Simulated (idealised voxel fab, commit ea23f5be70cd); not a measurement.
Name of the process module below: voxel transistor to metal
Cross-sectional view cut (width: 160 nm; square cell size: 5 nm).
For the purposes of this document, a cross-section shall be understood as a grid of square cells, specified as bands listed in top-to-bottom order, each band consisting of one or more rows of cells.
Within each band entry, the heights of the top and of the bottom of the band appear first, in that order and in nm; the materials of the band then follow from left to right, each with its corresponding width in nm. The designation "all across" on a single material indicates that it fills the band from edge to edge; the designation "air" indicates empty space.
Height reference: 0 = level under which incoming wafer is all one material. Lowest band: no bottom, runs on downward, e.g. "top 0, no bottom".
Width: "30 to 40" (first number = top row, second number = bottom row, same change from row to row of cells).
Where the words "everything unchanged" appear for a step, the cross-section shows no cell changed by that step; every cell remained as before.
Each empty space that has no open way to the top and spans at least 8 cells appears under "Closed-off voids" as width x height at distance, the distance counted from the left edge, all in nm.
On a step's line, text after the settings is the simulator commenting on that step.
overlay nm: step with mask; distance mask lay right of planned place; negative value = left of planned place.

**So here's the lineup of process steps we planned**
- 1: RECEIVE (material Si)
- 2: OXIDIZE (depth nm 5)
- 3: CONFORMAL_DEP (material SiN; thk nm 15)
- 4: DIRECTIONAL_DEP (material aC; thk nm 10)
- 5: PATTERN (tone cover; mask id ACTIVE; material resist; width nm 125; thk nm 30; overlay nm 0)
- 6: DIRECTIONAL_ETCH (etch materials aC; depth nm 10)
- 7: STRIP (etch materials resist)
- 8: DIRECTIONAL_ETCH (etch materials SiN; depth nm 15)
- 9: DIRECTIONAL_ETCH (etch materials SiO2; depth nm 5)
- 10: DIRECTIONAL_ETCH (etch materials Si; depth nm 30)
- 11: STRIP (etch materials aC)
- 12: OXIDIZE (depth nm 5)
- 13: FILL_DEP (material SiO2; thk nm 15)
- 14: CMP (height nm 15)
- 15: SELECTIVE_ETCH (etch materials SiO2; depth nm 10)
- 16: STRIP (etch materials SiN)
- 17: SELECTIVE_ETCH (etch materials SiO2; depth nm 5)
- 18: OXIDIZE (depth nm 5)
- 19: DIRECTIONAL_DEP (material polySi; thk nm 20)
- 20: DIRECTIONAL_DEP (material SiCN; thk nm 10)
- 21: DIRECTIONAL_DEP (material aC; thk nm 10)
- 22: PATTERN (tone cover; mask id GATE; material resist; width nm 25; thk nm 30; overlay nm 0)
- 23: DIRECTIONAL_ETCH (etch materials aC; depth nm 10)
- 24: STRIP (etch materials resist)
- 25: DIRECTIONAL_ETCH (etch materials SiCN; depth nm 20)
- 26: DIRECTIONAL_ETCH (etch materials polySi; depth nm 30)
- 27: STRIP (etch materials aC)
- 28: CONFORMAL_DEP (material SiO2; thk nm 5)
- 29: DIRECTIONAL_ETCH (etch materials SiO2; depth nm 5)
- 30: CONFORMAL_DEP (material SiN; thk nm 5)
- 31: DIRECTIONAL_ETCH (etch materials SiN; depth nm 5)
- 32: DIRECTIONAL_ETCH (etch materials SiO2; depth nm 5)
- 33: DIRECTIONAL_ETCH (etch materials Si; depth nm 5)
- 34: EPI (material nSi; thk nm 5)
- 35: FILL_DEP (material SiO2; thk nm 10)
- 36: CMP (height nm 25)
- 37: DIRECTIONAL_DEP (material SiO2; thk nm 15)
- 38: MASKED_ETCH (tone open; mask id CONTACT; width nm 20; pitch nm 85; etch materials SiO2; depth nm 50; overlay nm 0)
- 39: CONFORMAL_DEP (material TiN; thk nm 5)
- 40: FILL_DEP (material Ru; thk nm 5)
- 41: CMP (height nm 40)
- 42: DIRECTIONAL_DEP (material TiN; thk nm 5)
- 43: DIRECTIONAL_DEP (material Ru; thk nm 20)
- 44: PATTERN (tone cover; mask id METAL_1; material resist; width nm 20; pitch nm 85; thk nm 20; overlay nm 0)
- 45: DIRECTIONAL_ETCH (etch materials Ru; depth nm 20)
- 46: DIRECTIONAL_ETCH (etch materials TiN; depth nm 5)
- 47: STRIP (etch materials resist)
- 48: CONFORMAL_DEP (material SiN; thk nm 5)
- 49: FILL_DEP (material SiO2; thk nm 10)
- 50: CMP (height nm 65)
- 51: CONFORMAL_DEP (material SiCN; thk nm 5)

**Below: the first of two wafers, run as planned**

**Cross-section of the incoming wafer, state after step 1**
top 0, no bottom: Si all across
Closed-off voids: none

**How the wafer stands in section after step 2**
top 0, bottom -5: SiO2 all across
Below -5 it's all the same as before, nothing changed down there.

**How the wafer stands in section after step 3**
top 15, bottom 0: SiN all across
Below 0 it's all the same as before, nothing changed down there.

**How the wafer stands in section after step 4**
top 25, bottom 15: aC all across
Below 15 it's all the same as before, nothing changed down there.

**How the wafer stands in section after step 5**
top 55, bottom 25: air 15; resist 125; air 20
Below 25 it's all the same as before, nothing changed down there.

**How the wafer stands in section after step 6**
top 45, bottom 25: air 15; resist 125; air 20
top 25, bottom 15: air 15; aC 125; air 20
Below 15 it's all the same as before, nothing changed down there.

**How the wafer stands in section after step 7**
top 25, bottom 15: air 15; aC 125; air 20
Below 15 it's all the same as before, nothing changed down there.

**How the wafer stands in section after step 8**
top 25, bottom 15: air 15; aC 125; air 20
top 15, bottom 0: air 15; SiN 125; air 20
Below 0 it's all the same as before, nothing changed down there.

**How the wafer stands in section after step 9**
top 25, bottom 15: air 15; aC 125; air 20
top 15, bottom 0: air 15; SiN 125; air 20
top 0, bottom -5: air 15; SiO2 125; air 20
Below -5 it's all the same as before, nothing changed down there.

**How the wafer stands in section after step 10**
top 25, bottom 15: air 15; aC 125; air 20
top 15, bottom 0: air 15; SiN 125; air 20
top 0, bottom -5: air 15; SiO2 125; air 20
top -5, bottom -35: air 15; Si 125; air 20
Below -35 it's all the same as before, nothing changed down there.

**How the wafer stands in section after step 11**
top 15, bottom 0: air 15; SiN 125; air 20
Below 0 it's all the same as before, nothing changed down there.

**How the wafer stands in section after step 12**
top 15, bottom 0: air 15; SiN 125; air 20
top 0, bottom -5: air 15; SiO2 125; air 20
top -5, bottom -35: air 15; SiO2 5; Si 115; SiO2 5; air 20
top -35, bottom -40: SiO2 20; Si 115; SiO2 25
Below -40 it's all the same as before, nothing changed down there.

**How the wafer stands in section after step 13**
top 30, bottom 15: SiO2 all across
top 15, bottom 0: SiO2 15; SiN 125; SiO2 20
top 0, bottom -5: SiO2 all across
top -5, bottom -40: SiO2 20; Si 115; SiO2 25
Below -40 it's all the same as before, nothing changed down there.

**How the wafer stands in section after step 14**
top 15, bottom 0: SiO2 15; SiN 125; SiO2 20
Below 0 it's all the same as before, nothing changed down there.

**How the wafer stands in section after step 15**
top 15, bottom 5: air 15; SiN 125; air 20
Below 5 it's all the same as before, nothing changed down there.

**How the wafer stands in section after step 16**
top 5, bottom 0: SiO2 15; air 125; SiO2 20
Below 0 it's all the same as before, nothing changed down there.

**How the wafer stands in section after step 17**
top 0, bottom -5: SiO2 10; air 135; SiO2 15
Below -5 it's all the same as before, nothing changed down there.

**How the wafer stands in section after step 18**
top 0, bottom -5: SiO2 10; air 135; SiO2 15
top -5, bottom -10: SiO2 all across
Below -10 it's all the same as before, nothing changed down there.

**How the wafer stands in section after step 19**
top 20, bottom 15: polySi 10; air 135; polySi 15
top 15, bottom 0: polySi all across
top 0, bottom -5: SiO2 10; polySi 135; SiO2 15
Below -5 it's all the same as before, nothing changed down there.

**How the wafer stands in section after step 20**
top 30, bottom 25: SiCN 10; air 135; SiCN 15
top 25, bottom 20: SiCN all across
top 20, bottom 15: polySi 10; SiCN 135; polySi 15
Below 15 it's all the same as before, nothing changed down there.

**How the wafer stands in section after step 21**
top 40, bottom 35: aC 10; air 135; aC 15
top 35, bottom 30: aC all across
top 30, bottom 25: SiCN 10; aC 135; SiCN 15
Below 25 it's all the same as before, nothing changed down there.

**How the wafer stands in section after step 22**
top 70, bottom 40: air 65; resist 25; air 70
top 40, bottom 35: aC 10; air 55; resist 25; air 55; aC 15
Below 35 it's all the same as before, nothing changed down there.

**How the wafer stands in section after step 23**
top 60, bottom 35: air 65; resist 25; air 70
top 35, bottom 30: air 65; aC 25; air 70
top 30, bottom 25: SiCN 10; air 55; aC 25; air 55; SiCN 15
Below 25 it's all the same as before, nothing changed down there.

**How the wafer stands in section after step 24**
top 35, bottom 30: air 65; aC 25; air 70
Below 30 it's all the same as before, nothing changed down there.

**How the wafer stands in section after step 25**
top 35, bottom 25: air 65; aC 25; air 70
top 25, bottom 20: air 65; SiCN 25; air 70
top 20, bottom 15: polySi 10; air 55; SiCN 25; air 55; polySi 15
Below 15 it's all the same as before, nothing changed down there.

**How the wafer stands in section after step 26**
top 35, bottom 25: air 65; aC 25; air 70
top 25, bottom 15: air 65; SiCN 25; air 70
top 15, bottom 0: air 65; polySi 25; air 70
top 0, bottom -5: SiO2 10; air 55; polySi 25; air 55; SiO2 15
Below -5 it's all the same as before, nothing changed down there.

**How the wafer stands in section after step 27**
top 25, bottom 15: air 65; SiCN 25; air 70
Below 15 it's all the same as before, nothing changed down there.

**How the wafer stands in section after step 28**
top 30, bottom 25: air 60; SiO2 35; air 65
top 25, bottom 15: air 60; SiO2 5; SiCN 25; SiO2 5; air 65
top 15, bottom 5: air 60; SiO2 5; polySi 25; SiO2 5; air 65
top 5, bottom 0: SiO2 15; air 45; SiO2 5; polySi 25; SiO2 5; air 45; SiO2 20
top 0, bottom -5: SiO2 65; polySi 25; SiO2 70
Below -5 it's all the same as before, nothing changed down there.

**How the wafer stands in section after step 29**
top 25, bottom 15: air 60; SiO2 5; SiCN 25; SiO2 5; air 65
top 15, bottom 0: air 60; SiO2 5; polySi 25; SiO2 5; air 65
top 0, bottom -5: SiO2 15; air 45; SiO2 5; polySi 25; SiO2 5; air 45; SiO2 20
Below -5 it's all the same as before, nothing changed down there.

**How the wafer stands in section after step 30**
top 30, bottom 25: air 55; SiN 45; air 60
top 25, bottom 15: air 55; SiN 5; SiO2 5; SiCN 25; SiO2 5; SiN 5; air 60
top 15, bottom 5: air 55; SiN 5; SiO2 5; polySi 25; SiO2 5; SiN 5; air 60
top 5, bottom 0: SiN 20; air 35; SiN 5; SiO2 5; polySi 25; SiO2 5; SiN 5; air 35; SiN 25
top 0, bottom -5: SiO2 15; SiN 45; SiO2 5; polySi 25; SiO2 5; SiN 45; SiO2 20
Below -5 it's all the same as before, nothing changed down there.

**How the wafer stands in section after step 31**
top 25, bottom 15: air 55; SiN 5; SiO2 5; SiCN 25; SiO2 5; SiN 5; air 60
top 15, bottom 0: air 55; SiN 5; SiO2 5; polySi 25; SiO2 5; SiN 5; air 60
top 0, bottom -5: SiO2 15; SiN 5; air 35; SiN 5; SiO2 5; polySi 25; SiO2 5; SiN 5; air 35; SiN 5; SiO2 20
Below -5 it's all the same as before, nothing changed down there.

**How the wafer stands in section after step 32**
top 25, bottom 20: air 55; SiN 5; air 5; SiCN 25; air 5; SiN 5; air 60
top 20, bottom 15: air 55; SiN 5; SiO2 5; SiCN 25; SiO2 5; SiN 5; air 60
top 15, bottom 0: air 55; SiN 5; SiO2 5; polySi 25; SiO2 5; SiN 5; air 60
top 0, bottom -5: air 15; SiN 5; air 35; SiN 5; SiO2 5; polySi 25; SiO2 5; SiN 5; air 35; SiN 5; air 20
top -5, bottom -10: SiO2 20; air 35; SiO2 45; air 35; SiO2 25
Below -10 it's all the same as before, nothing changed down there.

**How the wafer stands in section after step 33**
top 25, bottom 20: air 55; SiN 5; air 5; SiCN 25; air 5; SiN 5; air 60
top 20, bottom 15: air 55; SiN 5; SiO2 5; SiCN 25; SiO2 5; SiN 5; air 60
top 15, bottom 0: air 55; SiN 5; SiO2 5; polySi 25; SiO2 5; SiN 5; air 60
top 0, bottom -5: air 15; SiN 5; air 35; SiN 5; SiO2 5; polySi 25; SiO2 5; SiN 5; air 35; SiN 5; air 20
top -5, bottom -10: SiO2 20; air 35; SiO2 45; air 35; SiO2 25
top -10, bottom -15: SiO2 20; air 35; Si 45; air 35; SiO2 25
Below -15 it's all the same as before, nothing changed down there.

**How the wafer stands in section after step 34**
top 25, bottom 20: air 55; SiN 5; air 5; SiCN 25; air 5; SiN 5; air 60
top 20, bottom 15: air 55; SiN 5; SiO2 5; SiCN 25; SiO2 5; SiN 5; air 60
top 15, bottom 0: air 55; SiN 5; SiO2 5; polySi 25; SiO2 5; SiN 5; air 60
top 0, bottom -5: air 15; SiN 5; air 35; SiN 5; SiO2 5; polySi 25; SiO2 5; SiN 5; air 35; SiN 5; air 20
top -5, bottom -10: SiO2 20; air 30; nSi 5; SiO2 45; nSi 5; air 30; SiO2 25
top -10, bottom -15: SiO2 20; nSi 35; Si 45; nSi 35; SiO2 25
Below -15 it's all the same as before, nothing changed down there.

**How the wafer stands in section after step 35**
top 35, bottom 25: SiO2 all across
top 25, bottom 15: SiO2 55; SiN 5; SiO2 5; SiCN 25; SiO2 5; SiN 5; SiO2 60
top 15, bottom 0: SiO2 55; SiN 5; SiO2 5; polySi 25; SiO2 5; SiN 5; SiO2 60
top 0, bottom -5: SiO2 15; SiN 5; SiO2 35; SiN 5; SiO2 5; polySi 25; SiO2 5; SiN 5; SiO2 35; SiN 5; SiO2 20
top -5, bottom -10: SiO2 50; nSi 5; SiO2 45; nSi 5; SiO2 55
Below -10 it's all the same as before, nothing changed down there.

**How the wafer stands in section after step 36**
top 25, bottom 15: SiO2 55; SiN 5; SiO2 5; SiCN 25; SiO2 5; SiN 5; SiO2 60
Below 15 it's all the same as before, nothing changed down there.

**How the wafer stands in section after step 37**
top 40, bottom 25: SiO2 all across
Below 25 it's all the same as before, nothing changed down there.

**How the wafer stands in section after step 38**
top 40, bottom 25: SiO2 25; air 20; SiO2 65; air 20; SiO2 30
top 25, bottom 15: SiO2 25; air 20; SiO2 10; SiN 5; SiO2 5; SiCN 25; SiO2 5; SiN 5; SiO2 10; air 20; SiO2 30
top 15, bottom 0: SiO2 25; air 20; SiO2 10; SiN 5; SiO2 5; polySi 25; SiO2 5; SiN 5; SiO2 10; air 20; SiO2 30
top 0, bottom -5: SiO2 15; SiN 5; SiO2 5; air 20; SiO2 10; SiN 5; SiO2 5; polySi 25; SiO2 5; SiN 5; SiO2 10; air 20; SiO2 5; SiN 5; SiO2 20
top -5, bottom -10: SiO2 25; air 20; SiO2 5; nSi 5; SiO2 45; nSi 5; SiO2 5; air 20; SiO2 30
Below -10 it's all the same as before, nothing changed down there.

**How the wafer stands in section after step 39**
top 45, bottom 40: TiN 30; air 10; TiN 75; air 10; TiN 35
top 40, bottom 25: SiO2 25; TiN 5; air 10; TiN 5; SiO2 65; TiN 5; air 10; TiN 5; SiO2 30
top 25, bottom 15: SiO2 25; TiN 5; air 10; TiN 5; SiO2 10; SiN 5; SiO2 5; SiCN 25; SiO2 5; SiN 5; SiO2 10; TiN 5; air 10; TiN 5; SiO2 30
top 15, bottom 0: SiO2 25; TiN 5; air 10; TiN 5; SiO2 10; SiN 5; SiO2 5; polySi 25; SiO2 5; SiN 5; SiO2 10; TiN 5; air 10; TiN 5; SiO2 30
top 0, bottom -5: SiO2 15; SiN 5; SiO2 5; TiN 5; air 10; TiN 5; SiO2 10; SiN 5; SiO2 5; polySi 25; SiO2 5; SiN 5; SiO2 10; TiN 5; air 10; TiN 5; SiO2 5; SiN 5; SiO2 20
top -5, bottom -10: SiO2 25; TiN 20; SiO2 5; nSi 5; SiO2 45; nSi 5; SiO2 5; TiN 20; SiO2 30
Below -10 it's all the same as before, nothing changed down there.

**How the wafer stands in section after step 40**
top 50, bottom 45: Ru all across
top 45, bottom 40: TiN 30; Ru 10; TiN 75; Ru 10; TiN 35
top 40, bottom 25: SiO2 25; TiN 5; Ru 10; TiN 5; SiO2 65; TiN 5; Ru 10; TiN 5; SiO2 30
top 25, bottom 15: SiO2 25; TiN 5; Ru 10; TiN 5; SiO2 10; SiN 5; SiO2 5; SiCN 25; SiO2 5; SiN 5; SiO2 10; TiN 5; Ru 10; TiN 5; SiO2 30
top 15, bottom 0: SiO2 25; TiN 5; Ru 10; TiN 5; SiO2 10; SiN 5; SiO2 5; polySi 25; SiO2 5; SiN 5; SiO2 10; TiN 5; Ru 10; TiN 5; SiO2 30
top 0, bottom -5: SiO2 15; SiN 5; SiO2 5; TiN 5; Ru 10; TiN 5; SiO2 10; SiN 5; SiO2 5; polySi 25; SiO2 5; SiN 5; SiO2 10; TiN 5; Ru 10; TiN 5; SiO2 5; SiN 5; SiO2 20
Below -5 it's all the same as before, nothing changed down there.

**How the wafer stands in section after step 41**
top 40, bottom 25: SiO2 25; TiN 5; Ru 10; TiN 5; SiO2 65; TiN 5; Ru 10; TiN 5; SiO2 30
Below 25 it's all the same as before, nothing changed down there.

**How the wafer stands in section after step 42**
top 45, bottom 40: TiN all across
Below 40 it's all the same as before, nothing changed down there.

**How the wafer stands in section after step 43**
top 65, bottom 45: Ru all across
Below 45 it's all the same as before, nothing changed down there.

**How the wafer stands in section after step 44**
top 85, bottom 65: air 25; resist 20; air 65; resist 20; air 30
Below 65 it's all the same as before, nothing changed down there.

**How the wafer stands in section after step 45**
top 85, bottom 65: air 25; resist 20; air 65; resist 20; air 30
top 65, bottom 45: air 25; Ru 20; air 65; Ru 20; air 30
Below 45 it's all the same as before, nothing changed down there.

**How the wafer stands in section after step 46**
top 85, bottom 65: air 25; resist 20; air 65; resist 20; air 30
top 65, bottom 45: air 25; Ru 20; air 65; Ru 20; air 30
top 45, bottom 40: air 25; TiN 20; air 65; TiN 20; air 30
Below 40 it's all the same as before, nothing changed down there.

**How the wafer stands in section after step 47**
top 65, bottom 45: air 25; Ru 20; air 65; Ru 20; air 30
Below 45 it's all the same as before, nothing changed down there.

**How the wafer stands in section after step 48**
top 70, bottom 65: air 20; SiN 30; air 55; SiN 30; air 25
top 65, bottom 45: air 20; SiN 5; Ru 20; SiN 5; air 55; SiN 5; Ru 20; SiN 5; air 25
top 45, bottom 40: SiN 25; TiN 20; SiN 65; TiN 20; SiN 30
Below 40 it's all the same as before, nothing changed down there.

**How the wafer stands in section after step 49**
top 80, bottom 70: SiO2 all across
top 70, bottom 65: SiO2 20; SiN 30; SiO2 55; SiN 30; SiO2 25
top 65, bottom 45: SiO2 20; SiN 5; Ru 20; SiN 5; SiO2 55; SiN 5; Ru 20; SiN 5; SiO2 25
Below 45 it's all the same as before, nothing changed down there.

**How the wafer stands in section after step 50**
top 65, bottom 45: SiO2 20; SiN 5; Ru 20; SiN 5; SiO2 55; SiN 5; Ru 20; SiN 5; SiO2 25
Below 45 it's all the same as before, nothing changed down there.

**How the wafer stands in section after step 51**
top 70, bottom 65: SiCN all across
Below 65 it's all the same as before, nothing changed down there.

**Second wafer, same starting conditions and recipe as the first, one mistake in executing it, nothing differs from the first up to and including step 43**

**Cross-section of the second wafer corresponding to the planned conclusion of step 44**
top 85, bottom 65: air 20; resist 30; air 55; resist 30; air 25
Below 65 it's all the same as before, nothing changed down there.

**Cross-section of the second wafer corresponding to the planned conclusion of step 45**
top 85, bottom 65: air 20; resist 30; air 55; resist 30; air 25
top 65, bottom 45: air 20; Ru 30; air 55; Ru 30; air 25
Below 45 it's all the same as before, nothing changed down there.

**Cross-section of the second wafer corresponding to the planned conclusion of step 46**
top 85, bottom 65: air 20; resist 30; air 55; resist 30; air 25
top 65, bottom 45: air 20; Ru 30; air 55; Ru 30; air 25
top 45, bottom 40: air 20; TiN 30; air 55; TiN 30; air 25
Below 40 it's all the same as before, nothing changed down there.

**Cross-section of the second wafer corresponding to the planned conclusion of step 47**
top 65, bottom 45: air 20; Ru 30; air 55; Ru 30; air 25
Below 45 it's all the same as before, nothing changed down there.

**Cross-section of the second wafer corresponding to the planned conclusion of step 48**
top 70, bottom 65: air 15; SiN 40; air 45; SiN 40; air 20
top 65, bottom 45: air 15; SiN 5; Ru 30; SiN 5; air 45; SiN 5; Ru 30; SiN 5; air 20
top 45, bottom 40: SiN 20; TiN 30; SiN 55; TiN 30; SiN 25
Below 40 it's all the same as before, nothing changed down there.

**Cross-section of the second wafer corresponding to the planned conclusion of step 49**
top 80, bottom 70: SiO2 all across
top 70, bottom 65: SiO2 15; SiN 40; SiO2 45; SiN 40; SiO2 20
top 65, bottom 45: SiO2 15; SiN 5; Ru 30; SiN 5; SiO2 45; SiN 5; Ru 30; SiN 5; SiO2 20
Below 45 it's all the same as before, nothing changed down there.

**Cross-section of the second wafer corresponding to the planned conclusion of step 50**
top 65, bottom 45: SiO2 15; SiN 5; Ru 30; SiN 5; SiO2 45; SiN 5; Ru 30; SiN 5; SiO2 20
Below 45 it's all the same as before, nothing changed down there.

**Cross-section of the second wafer corresponding to the planned conclusion of step 51**
top 70, bottom 65: SiCN all across
Below 65 it's all the same as before, nothing changed down there.
What was done differently from what was planned? in deviation from the planned setting, step 44 was conducted as PATTERN (tone cover; mask id METAL_1; material resist; width nm 30; pitch nm 85; thk nm 20; overlay nm 0)
Once processing is complete, comparing cell counts shows that the second wafer has more or fewer of certain materials than the first: 16 more of Ru; 4 fewer of SiN; 16 fewer of SiO2; 4 more of TiN
